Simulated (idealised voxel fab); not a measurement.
A process module follows: voxel transistor to metal.
Section shown: cut. Width: 205 nm. Cell size: 5 nm, square.
When this document writes out a cross-section, it uses a grid of square cells and lists it as bands, beginning at the top and moving down, with a band standing for one or more rows of cells. Read a band's entry like this: the first values are the height of its top and the height of its bottom in nm, and what follows is the sequence of materials from left to right, each with its width in nm. Note that "air" is empty space, and that a single material marked "full width" reaches across the band from edge to edge. A quick word on heights: they are counted from 0, and under that level the wafer as it came to us is one material throughout. The lowest band is different from the rest in having no bottom; it simply continues downward, written as in "top 0, no bottom". Width "30->40": first value at the band's top row of cells, second value at its bottom row, equal change from row to row. You'll sometimes find "no alterations made" written for a step, and that's the way of saying that nowhere in the cross-section did a cell change during that step. In "Entrapped voids" the enclosed voids are listed, meaning empty spaces of 8 cells or larger without any opening to the top. The form is width x height at distance, distance from the left edge, units nm. If you see something after the settings on a step's line, that's the simulator's own remark about that step. overlay nm: how far to the right of its planned place the mask lay on this masked step (negative: to the left).

The process steps that were planned are listed below:
1: RECEIVE, material Si
2: CONFORMAL_DEP, material SiO2, thk nm 5
3: CONFORMAL_DEP, material SiN, thk nm 15
4: PATTERN, tone cover, mask id ACTIVE, material resist, width nm 105, thk nm 20, overlay nm 0
5: DIRECTIONAL_ETCH, etch materials SiN, depth nm 15
6: DIRECTIONAL_ETCH, etch materials SiO2, depth nm 5
7: DIRECTIONAL_ETCH, etch materials Si, depth nm 30
8: STRIP, etch materials resist
9: OXIDIZE, depth nm 5
10: FILL_DEP, material SiO2, thk nm 15
11: CMP, height nm 20
12: SELECTIVE_ETCH, etch materials SiO2, depth nm 15
13: STRIP, etch materials SiN
14: SELECTIVE_ETCH, etch materials SiO2, depth nm 5
15: OXIDIZE, depth nm 5
16: DIRECTIONAL_DEP, material polySi, thk nm 25
17: DIRECTIONAL_DEP, material SiCN, thk nm 10
18: PATTERN, tone cover, mask id GATE, material resist, width nm 25, thk nm 15, overlay nm 0
19: DIRECTIONAL_ETCH, etch materials SiCN, depth nm 20
20: DIRECTIONAL_ETCH, etch materials polySi, depth nm 35
21: STRIP, etch materials resist
22: CONFORMAL_DEP, material SiN, thk nm 10
23: DIRECTIONAL_ETCH, etch materials SiN, depth nm 10
24: DIRECTIONAL_ETCH, etch materials SiO2, depth nm 5
25: EPI, material nSi, thk nm 5
26: FILL_DEP, material SiO2, thk nm 10
27: CMP, height nm 25
28: STRIP, etch materials polySi
29: SELECTIVE_ETCH, etch materials SiO2, depth nm 5
30: CONFORMAL_DEP, material HfO2, thk nm 5
31: CONFORMAL_DEP, material TiN, thk nm 5
32: FILL_DEP, material W, thk nm 10
33: CMP, height nm 20
34: DIRECTIONAL_DEP, material SiO2, thk nm 15
35: MASKED_ETCH, tone open, mask id CONTACT, width nm 15, pitch nm 80, etch materials SiO2, depth nm 35, overlay nm 0
36: CONFORMAL_DEP, material TiN, thk nm 5
37: FILL_DEP, material W, thk nm 5
38: CMP, height nm 35
39: DIRECTIONAL_DEP, material TiN, thk nm 5
40: DIRECTIONAL_DEP, material W, thk nm 15
41: DIRECTIONAL_DEP, material aC, thk nm 10
42: PATTERN, tone cover, mask id METAL_1, material resist, width nm 15, pitch nm 80, thk nm 25, overlay nm 0
43: DIRECTIONAL_ETCH, etch materials aC, depth nm 10
44: STRIP, etch materials resist
45: DIRECTIONAL_ETCH, etch materials W, depth nm 15
46: DIRECTIONAL_ETCH, etch materials TiN, depth nm 5
47: STRIP, etch materials aC
48: CONFORMAL_DEP, material SiCN, thk nm 5
49: FILL_DEP, material SiO2, thk nm 10
50: CMP, height nm 55
51: CONFORMAL_DEP, material SiCN, thk nm 5
52: DIRECTIONAL_DEP, material SiO2, thk nm 30
53: MASKED_ETCH, tone open, mask id METAL_2, width nm 15, pitch nm 80, etch materials SiO2, depth nm 20, overlay nm 0
54: DIRECTIONAL_DEP, material aC, thk nm 15
55: PATTERN, tone open, mask id METAL_2_HOLES, material resist, width nm 15, pitch nm 80, thk nm 35, overlay nm 0
56: DIRECTIONAL_ETCH, etch materials aC, depth nm 15
57: STRIP, etch materials resist
58: DIRECTIONAL_ETCH, etch materials SiO2, depth nm 10
59: DIRECTIONAL_ETCH, etch materials SiCN, depth nm 5
60: STRIP, etch materials aC
61: CONFORMAL_DEP, material TiN, thk nm 5
62: FILL_DEP, material Cu, thk nm 5
63: CMP, height nm 90
64: CONFORMAL_DEP, material SiCN, thk nm 5
The plan shows the thk nm of step 36 as the first wafer had it; this setting differs between the wafers, which start out alike.

Incoming state of the first of several wafers in cross-section: after step 1:
- top 0, no bottom = Si full width
- Entrapped voids: none

Wafer rows, end of module: cells per material gained (+) or lost (-) since receipt; closed voids last:
thk nm 5; +12 Cu; +15 HfO2; -173 Si; +123 SiCN; +16 SiN; +666 SiO2; +75 TiN; +33 W; +12 nSi; Entrapped voids: none
thk nm 10; +12 Cu; +15 HfO2; -173 Si; +123 SiCN; +16 SiN; +666 SiO2; +87 TiN; +21 W; +12 nSi; Entrapped voids: none
thk nm 15; +12 Cu; +15 HfO2; -173 Si; +123 SiCN; +16 SiN; +666 SiO2; +87 TiN; +21 W; +12 nSi; Entrapped voids: none
thk nm 20; +12 Cu; +15 HfO2; -173 Si; +123 SiCN; +16 SiN; +666 SiO2; +87 TiN; +21 W; +12 nSi; Entrapped voids: none
